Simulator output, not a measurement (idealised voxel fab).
Documented hereafter: the process module known as voxel spacer lines.
For reference, the cross-section in this document is cut, with width 300 nm and square cells of 5 nm.
Throughout this document, each cross-section is represented as a grid of square cells and is presented as a sequence of bands enumerated from the top downward, where a band comprises one or more rows of cells. Per band: top height and bottom height in nm, followed by the left-to-right materials and their widths in nm; "all across" marks a single material spanning edge to edge, "air" marks empty space. Heights are expressed relative to 0, this being the level below which the as-received wafer comprises one material exclusively. The lowest band is unbounded in the downward direction and is denoted as in "0 down". A width such as "30 to 40" changes by the same amount from each row of cells to the next, from the band's top row to its bottom row. "nothing changed", as given for a step, is the statement that not any cell of the cross-section underwent a change during that step. Reported under the label "Fully sealed voids" are the empty spaces having no open way to the top and comprising 8 cells or more; the notation for each is width x height at distance, in which the distance is measured from the left edge and all three values are in nm. Post-settings text on a step line: simulator's own remark regarding the step. "overlay nm", when on a step's line for a step with a mask, measures how far to the right of its planned place the mask lay; a negative measure means to the left.

PLANNED STEP LIST FOR THE PROCESS
step 1: RECEIVE: material Si
step 2: CONFORMAL_DEP: material Al2O3, thk nm 5
step 3: DIRECTIONAL_DEP: material polySi, thk nm 10
step 4: DIRECTIONAL_DEP: material aC, thk nm 25
step 5: PATTERN: tone cover, mask id MANDREL, material resist, width nm 15, pitch nm 60, thk nm 30, overlay nm 0
step 6: DIRECTIONAL_ETCH: etch materials aC, depth nm 25
step 7: STRIP: etch materials resist
step 8: CONFORMAL_DEP: material SiN, thk nm 15
step 9: DIRECTIONAL_ETCH: etch materials SiN, depth nm 15
step 10: STRIP: etch materials aC
step 11: DIRECTIONAL_ETCH: etch materials polySi, depth nm 10
step 12: STRIP: etch materials SiN
step 13: FILL_DEP: material lowk, thk nm 10
step 14: CMP: height nm 15

WAFER AS RECEIVED: CROSS-SECTION FOLLOWING STEP 1
0 down = Si all across
Fully sealed voids: none

FIRST OF TWO WAFERS: CROSS-SECTION AT END OF MODULE, RUN PER PLAN
15 to 5 = lowk 95 nm; polySi 15 nm; lowk 15 nm; polySi 15 nm; lowk 15 nm; polySi 15 nm; lowk 15 nm; polySi 15 nm; lowk 100 nm
5 to 0 = Al2O3 all across
0 down = Si all across
Fully sealed voids: none

WAFER TWO (OF TWO), END-OF-MODULE CROSS-SECTION: START = WAFER ONE, PLAN = WAFER ONE, ONE RUN MISTAKE
15 to 10 = Al2O3 all across
10 to 0 = polySi all across
0 down = Si all across
Fully sealed voids: none
what went wrong: step 2 ran in the slot meant for step 3, and vice versa
Wafer comparison, final, in cells, second relative to first, materials more or fewer: lowk -96 | polySi +96
